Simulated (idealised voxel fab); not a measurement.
process module | voxel fin reveal
cross-section cut | 240 nm wide | cells 5 nm
A cross-section is a grid of square cells, given in bands from the top down. A band is one or more rows of cells.
Each band's line starts with the height of the band's top and of its bottom, in nm. Then come its materials from left to right, each with its width in nm. One material with "throughout" fills the band from edge to edge. "air" is empty space.
Height 0 is the level under which the wafer as received is all one material. The lowest band goes on downwards, as in "0 down".
A width such as "30 to 40" changes by the same amount from each row of cells to the next, from the band's top row to its bottom row.
"no change" after a step means that no cell of the cross-section changed.
closed voids: empty space of 8 cells or more with no open way to the top, each as width x height at its distance from the left edge, in nm
after a step's settings: what the simulator itself notes on the step
overlay nm, on a step with a mask: how far to the right of its planned place the mask lay; to the left if negative
plan
1 op RECEIVE | material Si
2 op CONFORMAL_DEP | material SiN | thk nm 5
3 op MASKED_ETCH | tone cover | mask id FINS | width nm 15 | pitch nm 45 | etch materials SiN | depth nm 5 | overlay nm 0
4 op MASKED_ETCH | tone cover | mask id FINS | width nm 15 | pitch nm 45 | etch materials Si | depth nm 35 | overlay nm 0
5 op OXIDIZE | depth nm 5
6 op FILL_DEP | material SiO2 | thk nm 10
7 op CMP | height nm 5
8 op SELECTIVE_ETCH | etch materials SiO2 | depth nm 15
9 op STRIP | etch materials SiN
as received, after step 1
  0 down: Si throughout
  closed voids: none
first wafer at the end, as planned
  0 to -10: air 50 | Si 5 | air 40 | Si 5 | air 40 | Si 5 | air 40 | Si 5 | air 50
  -10 to -40: SiO2 50 | Si 5 | SiO2 40 | Si 5 | SiO2 40 | Si 5 | SiO2 40 | Si 5 | SiO2 50
  -40 down: Si throughout
  closed voids: none
second wafer at the end: like start, like plan, one mistake
  0 to -10: air 50 | Si 5 | air 40 | Si 5 | air 40 | Si 5 | air 40 | Si 5 | air 50
  -10 to -15: SiO2 30 | air 20 | Si 5 | air 40 | Si 5 | air 40 | Si 5 | air 40 | Si 5 | air 20 | SiO2 30
  -15 to -40: SiO2 50 | Si 5 | SiO2 40 | Si 5 | SiO2 40 | Si 5 | SiO2 40 | Si 5 | SiO2 50
  -40 down: Si throughout
  closed voids: none
what went wrong: steps 8 and 9 were swapped
at the end the second wafer has, in cells: 32 fewer of SiO2
